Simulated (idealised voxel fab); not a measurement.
Process module name: voxel local oxidation
Section cut is 255 nm wide and gridded with 5 nm square cells.
Cross-section, as written here: a square-cell grid given band by band from the top down, where a band holds one or more rows of cells.
Top height, bottom height, nm. Materials left to right, width each, nm. Single material + "all across" = fills band edge to edge. "blank" = empty.
Below 0: as-received wafer, all one material; heights counted from there. Lowest band: no bottom, goes on down, written "0 down".
When a width is written as two numbers, as in "30..40", the first number is the width in the top row of cells of the band and the second is the width in its bottom row, and the width changes by the same amount from each row to the next.
"remained unchanged" (step): cross-section cells unchanged, all of them.
"Voids, enclosed" contains a list of empty spaces, each no smaller than 8 cells and without an open way to the top, written in the form width x height at distance with the distance from the left edge and all three in nm.
after a step's settings: what the simulator itself notes on the step
"overlay nm", when on a step's line for a step with a mask, measures how far to the right of its planned place the mask lay; a negative measure means to the left.
Planned step list for the process
1 RECEIVE with material Si
2 OXIDIZE with depth nm 5
3 CONFORMAL_DEP with material SiN, thk nm 10
4 PATTERN with tone cover, mask id ACTIVE, material resist, width nm 105, thk nm 20, overlay nm -15
5 DIRECTIONAL_ETCH with etch materials SiN, depth nm 10
6 STRIP with etch materials resist
7 SELECTIVE_ETCH with etch materials SiO2, depth nm 5
8 OXIDIZE with depth nm 10
9 STRIP with etch materials SiN
Be aware that, although all wafers share a common starting state, the overlay nm at step 4 differs among them, and the plan displays the first wafer's value.
Cross-section, first of several wafers, as delivered after step 1
* 0 down: Si all across
* Voids, enclosed: none
Below: a row per wafer. Contents at end of module: for every material, cells gained since receipt (+) or lost since receipt (-); then closed voids
overlay nm -15, -123 Si, +91 SiO2, Voids, enclosed: none
overlay nm -10, -123 Si, +91 SiO2, Voids, enclosed: none
overlay nm -5, -123 Si, +91 SiO2, Voids, enclosed: none
overlay nm 0, -123 Si, +91 SiO2, Voids, enclosed: none
overlay nm 5, -123 Si, +91 SiO2, Voids, enclosed: none
overlay nm 10, -123 Si, +91 SiO2, Voids, enclosed: none
overlay nm 15, -123 Si, +91 SiO2, Voids, enclosed: none
